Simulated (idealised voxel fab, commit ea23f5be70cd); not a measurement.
process module | voxel ribs on slabs
cross-section cut | 190 nm wide | cells 5 nm
A cross-section is a grid of square cells, given in bands from the top down. A band is one or more rows of cells.
Each band's line starts with the height of the band's top and of its bottom, in nm. Then come its materials from left to right, each with its width in nm. One material with "throughout" fills the band from edge to edge. "air" is empty space.
Height 0 is the level under which the wafer as received is all one material. The lowest band goes on downwards, as in "0 down".
A width such as "30 to 40" changes by the same amount from each row of cells to the next, from the band's top row to its bottom row.
"no change" after a step means that no cell of the cross-section changed.
closed voids: empty space of 8 cells or more with no open way to the top, each as width x height at its distance from the left edge, in nm
after a step's settings: what the simulator itself notes on the step
overlay nm, on a step with a mask: how far to the right of its planned place the mask lay; to the left if negative
plan
1 op RECEIVE | material Si
2 op DIRECTIONAL_DEP | material SiO2 | thk nm 20
3 op DIRECTIONAL_DEP | material SiN | thk nm 15
4 op DIRECTIONAL_DEP | material aC | thk nm 10
5 op PATTERN | tone cover | mask id RIB | material resist | width nm 20 | thk nm 25 | overlay nm 0
6 op DIRECTIONAL_ETCH | etch materials aC | depth nm 10
7 op STRIP | etch materials resist
8 op DIRECTIONAL_ETCH | etch materials SiN | depth nm 10
9 op STRIP | etch materials aC
10 op MASKED_ETCH | tone cover | mask id SLAB | width nm 50 | etch materials SiN | depth nm 5 | overlay nm 0
11 op FILL_DEP | material SiO2 | thk nm 20
12 op CMP | height nm 45
13 op DIRECTIONAL_DEP | material TiN | thk nm 5
14 op MASKED_ETCH | tone cover | mask id HEATER | width nm 30 | etch materials TiN | depth nm 5 | overlay nm 0
15 op CONFORMAL_DEP | material SiO2 | thk nm 5
as received, after step 1
  0 down: Si throughout
  closed voids: none
first wafer at the end, as planned
  55 to 50: air 75 | SiO2 40 | air 75
  50 to 45: SiO2 80 | TiN 30 | SiO2 80
  45 to 35: SiO2 throughout
  35 to 25: SiO2 85 | SiN 20 | SiO2 85
  25 to 20: SiO2 70 | SiN 50 | SiO2 70
  20 to 0: SiO2 throughout
  0 down: Si throughout
  closed voids: none
second wafer at the end: like start, like plan, one mistake
  55 to 50: air 75 | SiO2 40 | air 75
  50 to 45: SiO2 80 | TiN 30 | SiO2 80
  45 to 15: SiO2 throughout
  15 to 0: SiN throughout
  0 down: Si throughout
  closed voids: none
what went wrong: steps 2 and 3 were swapped
at the end the second wafer has, in cells: 96 more of SiN | 96 fewer of SiO2
